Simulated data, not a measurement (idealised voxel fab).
Proc. module: voxel local oxidation
FYI the section here is cut, 265 nm wide, cells are 5 nm squares.
The cross-sections in this document take the form of a grid made of square cells. They are written out as bands, in order from top to bottom. Each band consists of one or more rows of cells. This entry defines a band. It first specifies the height of the band's top and the height of its bottom in nm, and then specifies the band's materials from left to right, stating each material with its width in nm. The word "all across" identifies a single material that fills the band from edge to edge, while the word "air" identifies empty space. The reference from which all heights are counted is 0, the level beneath which the as-received wafer is entirely one material; the lowest band, having no lower bound, proceeds downward and is written after the example "0 down". So if you see something like "30->40" for the width, read it as the top row of the band sitting at the first number and the bottom row at the second, with every row in between moving by the same amount as the last. "changes: none", as given for a step, is the statement that not any cell of the cross-section underwent a change during that step. This entry, "Internal closed voids", enumerates those empty regions of no fewer than 8 cells that possess no open connection to the top. Each region is reported in the form width x height at distance, the distance being taken from the left edge, with all three quantities expressed in nm. Anything after a step's settings on that line? It's the simulator's own note about the step. The setting "overlay nm" may be written on the line of a step. When the step uses a mask, the value reports how far to the right of the planned place the mask lay, and a negative value reports that it lay to the left.
Plan:
1,RECEIVE,material Si
2,OXIDIZE,depth nm 5
3,CONFORMAL_DEP,material SiN,thk nm 15
4,MASKED_ETCH,tone cover,mask id ACTIVE,width nm 105,pitch nm 125,etch materials SiN,depth nm 15,overlay nm 0
5,SELECTIVE_ETCH,etch materials SiO2,depth nm 5
6,OXIDIZE,depth nm 15
7,STRIP,etch materials SiN
First wafer of two (run as planned):
Wafer cross-section on receipt, i.e. after step 1:
* 0 down = Si all across
* Internal closed voids: none
After step 2, in cross-section:
* 0 to -5 = SiO2 all across
* No changes below -5.
After step 3, in cross-section:
* 15 to 0 = SiN all across
* No changes below 0.
After step 4, in cross-section:
* 15 to 0 = air=15, SiN=105, air=20, SiN=105, air=20
* No changes below 0.
After step 5, in cross-section:
* 15 to 0 = air=15, SiN=105, air=20, SiN=105, air=20
* 0 to -5 = air=20, SiO2=95, air=30, SiO2=95, air=25
* No changes below -5.
After step 6, in cross-section:
* 15 to 0 = air=15, SiN=105, air=20, SiN=105, air=20
* 0 to -5 = air=20, SiO2=95, air=30, SiO2=95, air=25
* -5 to -20 = SiO2=35, Si=65, SiO2=60, Si=65, SiO2=40
* No changes below -20.
After step 7, in cross-section:
* 0 to -5 = air=20, SiO2=95, air=30, SiO2=95, air=25
* No changes below -5.
It is to be noted that the second wafer proceeded from the same initial state and according to the same plan as the first, although one mistake was committed in its execution; through step 3, inclusive, the two wafers share an identical history:
Second wafer cross-section, taken as of the time the plan sets for step 4 to be done:
* 15 to 0 = air=20, SiN=100, air=25, SiN=100, air=20
* No changes below 0.
Second wafer cross-section, taken as of the time the plan sets for step 5 to be done:
* 15 to 0 = air=20, SiN=100, air=25, SiN=100, air=20
* 0 to -5 = air=25, SiO2=90, air=35, SiO2=90, air=25
* No changes below -5.
Second wafer cross-section, taken as of the time the plan sets for step 6 to be done:
* 15 to 0 = air=20, SiN=100, air=25, SiN=100, air=20
* 0 to -5 = air=25, SiO2=90, air=35, SiO2=90, air=25
* -5 to -20 = SiO2=40, Si=60, SiO2=65, Si=60, SiO2=40
* No changes below -20.
Second wafer cross-section, taken as of the time the plan sets for step 7 to be done:
* 0 to -5 = air=25, SiO2=90, air=35, SiO2=90, air=25
* No changes below -5.
Where did the run depart from the plan? step 4, actual vs plan mismatch, actual run MASKED_ETCH,tone cover,mask id ACTIVE,width nm 100,pitch nm 125,etch materials SiN,depth nm 15,overlay nm 0
It is noted that, at the conclusion of processing, the second wafer exhibits a higher or lower cell count for certain materials relative to the first: Si: 6 fewer; SiO2: 4 more
